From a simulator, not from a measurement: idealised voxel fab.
process module | voxel trench capacitor
cross-section cut | 290 nm wide | cells 5 nm
A cross-section is a grid of square cells, given in bands from the top down. A band is one or more rows of cells.
Each band's line starts with the height of the band's top and of its bottom, in nm. Then come its materials from left to right, each with its width in nm. One material with "throughout" fills the band from edge to edge. "air" is empty space.
Height 0 is the level under which the wafer as received is all one material. The lowest band goes on downwards, as in "0 down".
A width such as "30 to 40" changes by the same amount from each row of cells to the next, from the band's top row to its bottom row.
"no change" after a step means that no cell of the cross-section changed.
closed voids: empty space of 8 cells or more with no open way to the top, each as width x height at its distance from the left edge, in nm
after a step's settings: what the simulator itself notes on the step
overlay nm, on a step with a mask: how far to the right of its planned place the mask lay; to the left if negative
plan
1 op RECEIVE | material Si
2 op CONFORMAL_DEP | material SiN | thk nm 10
3 op PATTERN | tone open | mask id TRENCH | material resist | width nm 15 | pitch nm 35 | thk nm 15 | overlay nm 0
4 op DIRECTIONAL_ETCH | etch materials SiN | depth nm 10
5 op DIRECTIONAL_ETCH | etch materials Si | depth nm 25
6 op STRIP | etch materials resist
7 op CONFORMAL_DEP | material Al2O3 | thk nm 5
8 op FILL_DEP | material polySi | thk nm 10
9 op CMP | height nm 10
as received, after step 1
  0 down: Si throughout
  closed voids: none
a wafer at the end: this start, this plan, one mistake
  10 to 0: SiN 100 | Al2O3 5 | polySi 5 | Al2O3 5 | SiN 20 | Al2O3 5 | polySi 5 | Al2O3 5 | SiN 20 | Al2O3 5 | polySi 5 | Al2O3 5 | SiN 105
  0 to -10: Si 100 | Al2O3 5 | polySi 5 | Al2O3 5 | Si 20 | Al2O3 5 | polySi 5 | Al2O3 5 | Si 20 | Al2O3 5 | polySi 5 | Al2O3 5 | Si 105
  -10 to -15: Si 100 | Al2O3 15 | Si 20 | Al2O3 15 | Si 20 | Al2O3 15 | Si 105
  -15 down: Si throughout
  closed voids: none
what went wrong: step 5 ran as: op DIRECTIONAL_ETCH | etch materials Si | depth nm 15
